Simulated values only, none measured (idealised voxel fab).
Proc. module: voxel wiring stack
It is cross-section cut that appears here, measuring 145 nm in width, its square cells being 5 nm in size.
We lay out every cross-section as a grid of square cells and spell it out in bands from the top down, where one band means one or more rows of cells.
Within each band entry, the heights of the top and of the bottom of the band appear first, in that order and in nm; the materials of the band then follow from left to right, each with its corresponding width in nm. The designation "throughout" on a single material indicates that it fills the band from edge to edge; the designation "empty" indicates empty space.
For the purposes of this specification, 0 denotes the height below which the wafer in its as-received condition is composed wholly of one material, and the lowermost band, lacking a lower limit, extends downward without end, as expressed in "0 -> down".
The two numbers in a width such as "30 to 40" mark its ends across the band: the first belongs to the top row of cells, the second to the bottom row, and from each row to the next the width moves by the same amount.
Reading "remained unchanged" for a step: not a cell of the cross-section changed in it.
"Entrapped voids" lists enclosed empty spaces (at least 8 cells, no open path upward to the top), each as width x height at distance from the left edge, in nm.
On each step's line, the part that comes after the settings is the simulator's own comment on the step.
What "overlay nm" on a step's line means: if the step has a mask, that mask lay this far to the right of its planned place, or, when the value is negative, to the left.

[The following list gives the planned process steps]
- 1: RECEIVE | material Si
- 2: CONFORMAL_DEP | material SiO2 | thk nm 15
- 3: CONFORMAL_DEP | material SiN | thk nm 5
- 4: DIRECTIONAL_DEP | material lowk | thk nm 15
- 5: PATTERN | tone open | mask id METAL_1 | material resist | width nm 25 | pitch nm 45 | thk nm 20 | overlay nm 0
- 6: DIRECTIONAL_ETCH | etch materials lowk | depth nm 15
- 7: DIRECTIONAL_ETCH | etch materials SiN | depth nm 5
- 8: STRIP | etch materials resist
- 9: CONFORMAL_DEP | material TiN | thk nm 5
- 10: FILL_DEP | material W | thk nm 5
- 11: CMP | height nm 35
- 12: CONFORMAL_DEP | material SiCN | thk nm 5
- 13: DIRECTIONAL_DEP | material lowk | thk nm 15
- 14: PATTERN | tone open | mask id PLUG_1 | material resist | width nm 15 | thk nm 20 | overlay nm 0
- 15: DIRECTIONAL_ETCH | etch materials lowk | depth nm 15
- 16: DIRECTIONAL_ETCH | etch materials SiCN | depth nm 5
- 17: STRIP | etch materials resist
- 18: EPI | material Ru | thk nm 10
- 19: EPI | material Ru | thk nm 10
- 20: DIRECTIONAL_DEP | material TiN | thk nm 5
- 21: DIRECTIONAL_DEP | material W | thk nm 25
- 22: DIRECTIONAL_DEP | material aC | thk nm 15
- 23: PATTERN | tone cover | mask id METAL_2 | material resist | width nm 25 | pitch nm 45 | thk nm 35 | overlay nm 0
- 24: DIRECTIONAL_ETCH | etch materials aC | depth nm 15
- 25: STRIP | etch materials resist
- 26: DIRECTIONAL_ETCH | etch materials W | depth nm 25
- 27: DIRECTIONAL_ETCH | etch materials TiN | depth nm 5
- 28: STRIP | etch materials aC
- 29: FILL_DEP | material lowk | thk nm 5
- 30: CMP | height nm 85
- 31: CONFORMAL_DEP | material SiN | thk nm 5

[Cross-section of the incoming wafer, state after step 1]
	0 -> down  Si throughout
	Entrapped voids: none

[One mistake in running the module, otherwise start and plan as above: cross-section at the end]
	90 -> 85  SiN throughout
	85 -> 60  lowk (35) / W (25) / lowk (20) / W (25) / lowk (40)
	60 -> 55  lowk (35) / TiN (25) / lowk (20) / TiN (25) / lowk (40)
	55 -> 40  lowk (35) / Ru (15) / lowk (95)
	40 -> 35  SiCN (35) / Ru (15) / SiCN (95)
	35 -> 20  lowk (40) / TiN (5) / W (10) / TiN (5) / lowk (25) / TiN (5) / W (10) / TiN (5) / lowk (40)
	20 -> 15  SiN (40) / TiN (20) / SiN (25) / TiN (20) / SiN (40)
	15 -> 0  SiO2 throughout
	0 -> down  Si throughout
	Entrapped voids: none
Processing error: step 5 ran with different settings than intended, the actual operation and settings being PATTERN | tone open | mask id METAL_1 | material resist | width nm 20 | pitch nm 45 | thk nm 20 | overlay nm 0
